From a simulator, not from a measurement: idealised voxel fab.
Module name: voxel fin reveal (process module)
Xsec cut, 165 nm wide, square cell size 5 nm.
Notation: cross-section as square-cell grid; stated in bands, top first, going down; one or more cell rows per band.
Top height, bottom height, nm. Materials left to right, width each, nm. Single material + "full width" = fills band edge to edge. "empty" = empty.
Basically, 0 is our baseline, since under it the wafer straight out of the box is all one material. The bottom band has no lower end and keeps on going down, so it looks like "0 down".
So if you see something like "30->40" for the width, read it as the top row of the band sitting at the first number and the bottom row at the second, with every row in between moving by the same amount as the last.
"identical to before", as given for a step, is the statement that not any cell of the cross-section underwent a change during that step.
So "Fully sealed cavities" is basically the list of trapped voids: any empty space of 8 cells or more that can't reach the top through an opening. They're written width x height at distance, the distance being from the left edge, and it's all nm.
It should be noted that, on the line of a given step, the content following the step's settings is a remark produced by the simulator itself with respect to that step.
Steps that use a mask can have "overlay nm" on their line. It says how far the mask sat to the right of where it was meant to be. Negative means to the left.
**The planned process steps are enumerated hereunder**
1 RECEIVE, material Si
2 CONFORMAL_DEP, material SiN, thk nm 10
3 PATTERN, tone cover, mask id FINS, material resist, width nm 15, pitch nm 35, thk nm 20, overlay nm 0
4 DIRECTIONAL_ETCH, etch materials SiN, depth nm 10
5 DIRECTIONAL_ETCH, etch materials Si, depth nm 30
6 STRIP, etch materials resist
7 FILL_DEP, material SiO2, thk nm 10
8 CMP, height nm 10
9 SELECTIVE_ETCH, etch materials SiO2, depth nm 25
10 STRIP, etch materials SiN
**Run as planned: first of two wafers**
**Wafer as received: cross-section following step 1**
    0 down  Si full width
    Fully sealed cavities: none
**Step 2 done - wafer cross-section**
    10 to 0  SiN full width
    For the remainder of the cross-section, below 0, there is no change.
**Step 3 done - wafer cross-section**
    30 to 10  55 nm empty  15 nm resist  20 nm empty  15 nm resist  60 nm empty
    For the remainder of the cross-section, below 10, there is no change.
**Step 4 done - wafer cross-section**
    30 to 10  55 nm empty  15 nm resist  20 nm empty  15 nm resist  60 nm empty
    10 to 0  55 nm empty  15 nm SiN  20 nm empty  15 nm SiN  60 nm empty
    For the remainder of the cross-section, below 0, there is no change.
**Step 5 done - wafer cross-section**
    30 to 10  55 nm empty  15 nm resist  20 nm empty  15 nm resist  60 nm empty
    10 to 0  55 nm empty  15 nm SiN  20 nm empty  15 nm SiN  60 nm empty
    0 to -30  55 nm empty  15 nm Si  20 nm empty  15 nm Si  60 nm empty
    For the remainder of the cross-section, below -30, there is no change.
**Step 6 done - wafer cross-section**
    10 to 0  55 nm empty  15 nm SiN  20 nm empty  15 nm SiN  60 nm empty
    For the remainder of the cross-section, below 0, there is no change.
**Step 7 done - wafer cross-section**
    20 to 10  SiO2 full width
    10 to 0  55 nm SiO2  15 nm SiN  20 nm SiO2  15 nm SiN  60 nm SiO2
    0 to -30  55 nm SiO2  15 nm Si  20 nm SiO2  15 nm Si  60 nm SiO2
    For the remainder of the cross-section, below -30, there is no change.
**Step 8 done - wafer cross-section**
    10 to 0  55 nm SiO2  15 nm SiN  20 nm SiO2  15 nm SiN  60 nm SiO2
    For the remainder of the cross-section, below 0, there is no change.
**Step 9 done - wafer cross-section**
    10 to 0  55 nm empty  15 nm SiN  20 nm empty  15 nm SiN  60 nm empty
    0 to -15  55 nm empty  15 nm Si  20 nm empty  15 nm Si  60 nm empty
    For the remainder of the cross-section, below -15, there is no change.
**Step 10 done - wafer cross-section**
    0 to -15  55 nm empty  15 nm Si  20 nm empty  15 nm Si  60 nm empty
    For the remainder of the cross-section, below -15, there is no change.
**Notes, second wafer: start = first wafer's, plan = first wafer's, execution had one mistake; history identical to first through step 9**
**Cross-section: second wafer, time at which step 10 was scheduled to end**
    10 to 0  55 nm empty  15 nm SiN  20 nm empty  15 nm SiN  60 nm empty
    0 to -30  55 nm empty  15 nm Si  20 nm empty  15 nm Si  60 nm empty
    For the remainder of the cross-section, below -30, there is no change.
Processing error: step 10 off recipe, ran as STRIP, etch materials SiO2
The second wafer ends with more or fewer cells of some materials than the first, per final count: SiN +12; SiO2 -81
